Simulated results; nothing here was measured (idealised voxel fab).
You're looking at the process module voxel released beams.
Cross-sectional view cut (width: 150 nm; square cell size: 5 nm).
If you're reading a cross-section in this doc, picture square cells in a grid; it comes to you as bands, top ones listed first down to the bottom, and a band can be one or more rows of cells.
Top height, bottom height, nm. Materials left to right, width each, nm. Single material + "full width" = fills band edge to edge. "blank" = empty.
The reference from which all heights are counted is 0, the level beneath which the as-received wafer is entirely one material; the lowest band, having no lower bound, proceeds downward and is written after the example "top 0, no bottom".
A two-number width, for instance "30->40", indicates that the width is equal to the first number in the top row of the band and to the second number in the bottom row, and that it changes by a constant amount per row of cells.
You'll sometimes find "no alteration" written for a step, and that's the way of saying that nowhere in the cross-section did a cell change during that step.
Each empty space that has no open way to the top and spans at least 8 cells appears under "Enclosed empty spaces" as width x height at distance, the distance counted from the left edge, all in nm.
What comes after the settings on a step's line is commentary from the simulator itself on that step.
The optional step-line setting "overlay nm" applies to steps with a mask and quantifies how far to the right of its planned location the mask lay, a negative value indicating leftward placement.
The planned process steps are enumerated hereunder:
1,RECEIVE (material Si)
2,CONFORMAL_DEP (material Al2O3; thk nm 5)
3,DIRECTIONAL_DEP (material SiO2; thk nm 20)
4,DIRECTIONAL_DEP (material aC; thk nm 10)
5,PATTERN (tone open; mask id ANCHOR; material resist; width nm 40; thk nm 30; overlay nm 0)
6,DIRECTIONAL_ETCH (etch materials aC; depth nm 10)
7,STRIP (etch materials resist)
8,DIRECTIONAL_ETCH (etch materials SiO2; depth nm 20)
9,STRIP (etch materials aC)
10,CONFORMAL_DEP (material polySi; thk nm 15)
11,PATTERN (tone cover; mask id BEAM; material resist; width nm 115; thk nm 15; overlay nm 0)
12,DIRECTIONAL_ETCH (etch materials polySi; depth nm 15)
13,STRIP (etch materials resist)
14,STRIP (etch materials SiO2)
The first wafer of two, processed as planned:
Cross-section, incoming material, after step 1:
  top 0, no bottom | Si full width
  Enclosed empty spaces: none
Wafer section view after processing step 2:
  top 5, bottom 0 | Al2O3 full width
  Under the height 0 nothing was changed.
Wafer section view after processing step 3:
  top 25, bottom 5 | SiO2 full width
  Under the height 5 nothing was changed.
Wafer section view after processing step 4:
  top 35, bottom 25 | aC full width
  Under the height 25 nothing was changed.
Wafer section view after processing step 5:
  top 65, bottom 35 | resist: 20  blank: 40  resist: 90
  Under the height 35 nothing was changed.
Wafer section view after processing step 6:
  top 55, bottom 35 | resist: 20  blank: 40  resist: 90
  top 35, bottom 25 | aC: 20  blank: 40  aC: 90
  Under the height 25 nothing was changed.
Wafer section view after processing step 7:
  top 35, bottom 25 | aC: 20  blank: 40  aC: 90
  Under the height 25 nothing was changed.
Wafer section view after processing step 8:
  top 35, bottom 25 | aC: 20  blank: 40  aC: 90
  top 25, bottom 5 | SiO2: 20  blank: 40  SiO2: 90
  Under the height 5 nothing was changed.
Wafer section view after processing step 9:
  top 25, bottom 5 | SiO2: 20  blank: 40  SiO2: 90
  Under the height 5 nothing was changed.
Wafer section view after processing step 10:
  top 40, bottom 25 | polySi: 35  blank: 10  polySi: 105
  top 25, bottom 20 | SiO2: 20  polySi: 15  blank: 10  polySi: 15  SiO2: 90
  top 20, bottom 5 | SiO2: 20  polySi: 40  SiO2: 90
  Under the height 5 nothing was changed.
Wafer section view after processing step 11:
  top 55, bottom 40 | blank: 15  resist: 115  blank: 20
  top 40, bottom 25 | polySi: 35  resist: 10  polySi: 105
  top 25, bottom 20 | SiO2: 20  polySi: 15  resist: 10  polySi: 15  SiO2: 90
  Under the height 20 nothing was changed.
Wafer section view after processing step 12:
  top 55, bottom 40 | blank: 15  resist: 115  blank: 20
  top 40, bottom 25 | blank: 15  polySi: 20  resist: 10  polySi: 85  blank: 20
  Under the height 25 nothing was changed.
Wafer section view after processing step 13:
  top 40, bottom 25 | blank: 15  polySi: 20  blank: 10  polySi: 85  blank: 20
  top 25, bottom 20 | SiO2: 20  polySi: 15  blank: 10  polySi: 15  SiO2: 90
  Under the height 20 nothing was changed.
Wafer section view after processing step 14:
  top 40, bottom 25 | blank: 15  polySi: 20  blank: 10  polySi: 85  blank: 20
  top 25, bottom 20 | blank: 20  polySi: 15  blank: 10  polySi: 15  blank: 90
  top 20, bottom 5 | blank: 20  polySi: 40  blank: 90
  Under the height 5 nothing was changed.
Second wafer: same start and same plan as the first, one execution error; identical to the first through step 1:
when step 2 should have ended:
  top 20, bottom 0 | SiO2 full width
  Under the height 0 nothing was changed.
when step 3 should have ended:
  top 25, bottom 20 | Al2O3 full width
  Under the height 20 nothing was changed.
when step 4 should have ended:
  top 35, bottom 25 | aC full width
  Under the height 25 nothing was changed.
when step 5 should have ended:
  top 65, bottom 35 | resist: 20  blank: 40  resist: 90
  Under the height 35 nothing was changed.
when step 6 should have ended:
  top 55, bottom 35 | resist: 20  blank: 40  resist: 90
  top 35, bottom 25 | aC: 20  blank: 40  aC: 90
  Under the height 25 nothing was changed.
when step 7 should have ended:
  top 35, bottom 25 | aC: 20  blank: 40  aC: 90
  Under the height 25 nothing was changed.
when step 8 should have ended: no alteration
when step 9 should have ended:
  top 25, bottom 20 | Al2O3 full width
  Under the height 20 nothing was changed.
when step 10 should have ended:
  top 40, bottom 25 | polySi full width
  Under the height 25 nothing was changed.
when step 11 should have ended:
  top 55, bottom 40 | blank: 15  resist: 115  blank: 20
  Under the height 40 nothing was changed.
when step 12 should have ended:
  top 55, bottom 40 | blank: 15  resist: 115  blank: 20
  top 40, bottom 25 | blank: 15  polySi: 115  blank: 20
  Under the height 25 nothing was changed.
when step 13 should have ended:
  top 40, bottom 25 | blank: 15  polySi: 115  blank: 20
  Under the height 25 nothing was changed.
when step 14 should have ended: no alteration
Processing error: plan vs actual: 2 and 3 interchanged
Final comparison by cell count, materials where the second wafer has more or fewer than the first: SiO2 +120; polySi -24
